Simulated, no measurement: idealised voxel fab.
The process module that follows is named voxel wiring stack.
Cross-section cut spans 265 nm and uses square cells 5 nm in size.
A cross-section in this document is a grid of square cells, and it is written down as bands, the top band listed before the ones below it; a band is made up of one or more rows of cells.
Heights first: top, then bottom, in nm. Then materials, left to right, each with a width in nm. "everywhere" on a single material: fills the band edge to edge. "air": empty space.
For the purposes of this specification, 0 denotes the height below which the wafer in its as-received condition is composed wholly of one material, and the lowermost band, lacking a lower limit, extends downward without end, as expressed in "0..down".
Read "30->40" as a graded width: first number on top, second number at the bottom, same change between each pair of neighbouring rows.
Step marked "no change"? Then no cell in the cross-section changed in it.
Under "Closed void listing" you'll find the enclosed gaps, the ones with no way out to the top, that are 8 cells or bigger; each reads width x height at distance, with distance counted from the left edge, everything in nm.
Past the settings on a step's line: simulator remark, on that step.
overlay nm: step with mask; distance mask lay right of planned place; negative value = left of planned place.
## These are the steps we planned for the process
step 1: RECEIVE, material Si
step 2: CONFORMAL_DEP, material SiO2, thk nm 15
step 3: DIRECTIONAL_DEP, material TiN, thk nm 5
step 4: DIRECTIONAL_DEP, material Ru, thk nm 20
step 5: MASKED_ETCH, tone cover, mask id METAL_1, width nm 30, pitch nm 50, etch materials Ru, depth nm 20, overlay nm 0
step 6: MASKED_ETCH, tone cover, mask id METAL_1, width nm 30, pitch nm 50, etch materials TiN, depth nm 5, overlay nm 0
step 7: FILL_DEP, material SiO2, thk nm 5
step 8: CMP, height nm 40
step 9: CONFORMAL_DEP, material SiCN, thk nm 5
step 10: DIRECTIONAL_DEP, material lowk, thk nm 15
step 11: MASKED_ETCH, tone open, mask id PLUG_1, width nm 15, pitch nm 100, etch materials lowk, depth nm 15, overlay nm 0
step 12: MASKED_ETCH, tone open, mask id PLUG_1, width nm 15, pitch nm 100, etch materials SiCN, depth nm 5, overlay nm 0
step 13: CONFORMAL_DEP, material TiN, thk nm 5
step 14: FILL_DEP, material Cu, thk nm 10
step 15: CMP, height nm 60
step 16: DIRECTIONAL_DEP, material TiN, thk nm 5
step 17: DIRECTIONAL_DEP, material Ru, thk nm 15
step 18: DIRECTIONAL_DEP, material aC, thk nm 15
step 19: PATTERN, tone cover, mask id METAL_2, material resist, width nm 30, pitch nm 50, thk nm 30, overlay nm 0
step 20: DIRECTIONAL_ETCH, etch materials aC, depth nm 15
step 21: STRIP, etch materials resist
step 22: DIRECTIONAL_ETCH, etch materials Ru, depth nm 15
step 23: DIRECTIONAL_ETCH, etch materials TiN, depth nm 5
step 24: STRIP, etch materials aC
step 25: CONFORMAL_DEP, material SiCN, thk nm 5
step 26: FILL_DEP, material lowk, thk nm 5
step 27: CMP, height nm 80
step 28: CONFORMAL_DEP, material SiCN, thk nm 5
step 29: DIRECTIONAL_DEP, material SiO2, thk nm 15
step 30: MASKED_ETCH, tone open, mask id PLUG_2, width nm 15, pitch nm 100, etch materials SiO2, depth nm 15, overlay nm 0
step 31: MASKED_ETCH, tone open, mask id PLUG_2, width nm 15, pitch nm 100, etch materials SiCN, depth nm 5, overlay nm 0
step 32: EPI, material Ru, thk nm 10
step 33: EPI, material Ru, thk nm 10
step 34: DIRECTIONAL_DEP, material TiN, thk nm 5
step 35: DIRECTIONAL_DEP, material Ru, thk nm 20
step 36: MASKED_ETCH, tone cover, mask id METAL_3, width nm 30, pitch nm 50, etch materials Ru, depth nm 20, overlay nm 0
step 37: MASKED_ETCH, tone cover, mask id METAL_3, width nm 30, pitch nm 50, etch materials TiN, depth nm 5, overlay nm 0
step 38: FILL_DEP, material SiO2, thk nm 5
step 39: CMP, height nm 125
step 40: CONFORMAL_DEP, material SiCN, thk nm 5
step 41: DIRECTIONAL_DEP, material lowk, thk nm 15
step 42: MASKED_ETCH, tone open, mask id PLUG_3, width nm 15, pitch nm 50, etch materials lowk, depth nm 15, overlay nm 0
step 43: MASKED_ETCH, tone open, mask id PLUG_3, width nm 15, pitch nm 50, etch materials SiCN, depth nm 5, overlay nm 0
step 44: EPI, material Ru, thk nm 10
step 45: EPI, material Ru, thk nm 10
step 46: CONFORMAL_DEP, material SiN, thk nm 5
step 47: DIRECTIONAL_DEP, material lowk, thk nm 15
step 48: MASKED_ETCH, tone open, mask id METAL_4, width nm 30, pitch nm 50, etch materials lowk, depth nm 15, overlay nm 0
step 49: MASKED_ETCH, tone open, mask id METAL_4, width nm 30, pitch nm 50, etch materials SiN, depth nm 5, overlay nm 0
step 50: CONFORMAL_DEP, material TiN, thk nm 5
step 51: FILL_DEP, material Ru, thk nm 10
step 52: CMP, height nm 165
step 53: CONFORMAL_DEP, material SiCN, thk nm 5
## Cross-section of the wafer as it came to us, i.e., already through step 1
* 0..down  Si everywhere
* Closed void listing: none
## Wafer cross-section at end of module: start and plan as shown above, one execution error
* 170..165  SiCN everywhere
* 165..160  40 nm SiN, then 30 nm TiN, then 20 nm SiN, then 30 nm TiN, then 20 nm SiN, then 30 nm TiN, then 20 nm SiN, then 30 nm TiN, then 45 nm SiN
* 160..145  lowk everywhere
* 145..130  40 nm lowk, then 15 nm Ru, then 35 nm lowk, then 15 nm Ru, then 35 nm lowk, then 15 nm Ru, then 35 nm lowk, then 15 nm Ru, then 60 nm lowk
* 130..125  40 nm SiCN, then 15 nm Ru, then 35 nm SiCN, then 15 nm Ru, then 35 nm SiCN, then 15 nm Ru, then 35 nm SiCN, then 15 nm Ru, then 60 nm SiCN
* 125..105  40 nm SiO2, then 30 nm Ru, then 20 nm SiO2, then 30 nm Ru, then 20 nm SiO2, then 30 nm Ru, then 20 nm SiO2, then 30 nm Ru, then 45 nm SiO2
* 105..100  40 nm SiO2, then 30 nm TiN, then 20 nm SiO2, then 30 nm TiN, then 20 nm SiO2, then 30 nm TiN, then 20 nm SiO2, then 30 nm TiN, then 45 nm SiO2
* 100..85  40 nm SiO2, then 15 nm Ru, then 85 nm SiO2, then 15 nm Ru, then 110 nm SiO2
* 85..80  40 nm SiCN, then 15 nm Ru, then 85 nm SiCN, then 15 nm Ru, then 110 nm SiCN
* 80..65  35 nm lowk, then 5 nm SiCN, then 30 nm Ru, then 5 nm SiCN, then 10 nm lowk, then 5 nm SiCN, then 30 nm Ru, then 5 nm SiCN, then 10 nm lowk, then 5 nm SiCN, then 30 nm Ru, then 5 nm SiCN, then 10 nm lowk, then 5 nm SiCN, then 30 nm Ru, then 5 nm SiCN, then 40 nm lowk
* 65..60  40 nm SiCN, then 30 nm TiN, then 20 nm SiCN, then 30 nm TiN, then 20 nm SiCN, then 30 nm TiN, then 20 nm SiCN, then 30 nm TiN, then 45 nm SiCN
* 60..45  40 nm lowk, then 5 nm TiN, then 5 nm Cu, then 5 nm TiN, then 85 nm lowk, then 5 nm TiN, then 5 nm Cu, then 5 nm TiN, then 110 nm lowk
* 45..40  40 nm SiCN, then 15 nm TiN, then 85 nm SiCN, then 15 nm TiN, then 110 nm SiCN
* 40..20  40 nm SiO2, then 30 nm Ru, then 20 nm SiO2, then 30 nm Ru, then 20 nm SiO2, then 30 nm Ru, then 20 nm SiO2, then 30 nm Ru, then 45 nm SiO2
* 20..15  40 nm SiO2, then 30 nm TiN, then 20 nm SiO2, then 30 nm TiN, then 20 nm SiO2, then 30 nm TiN, then 20 nm SiO2, then 30 nm TiN, then 45 nm SiO2
* 15..0  SiO2 everywhere
* 0..down  Si everywhere
* Closed void listing: none
Against the plan, the run slipped here: step 46 ran in the slot meant for step 47, and vice versa
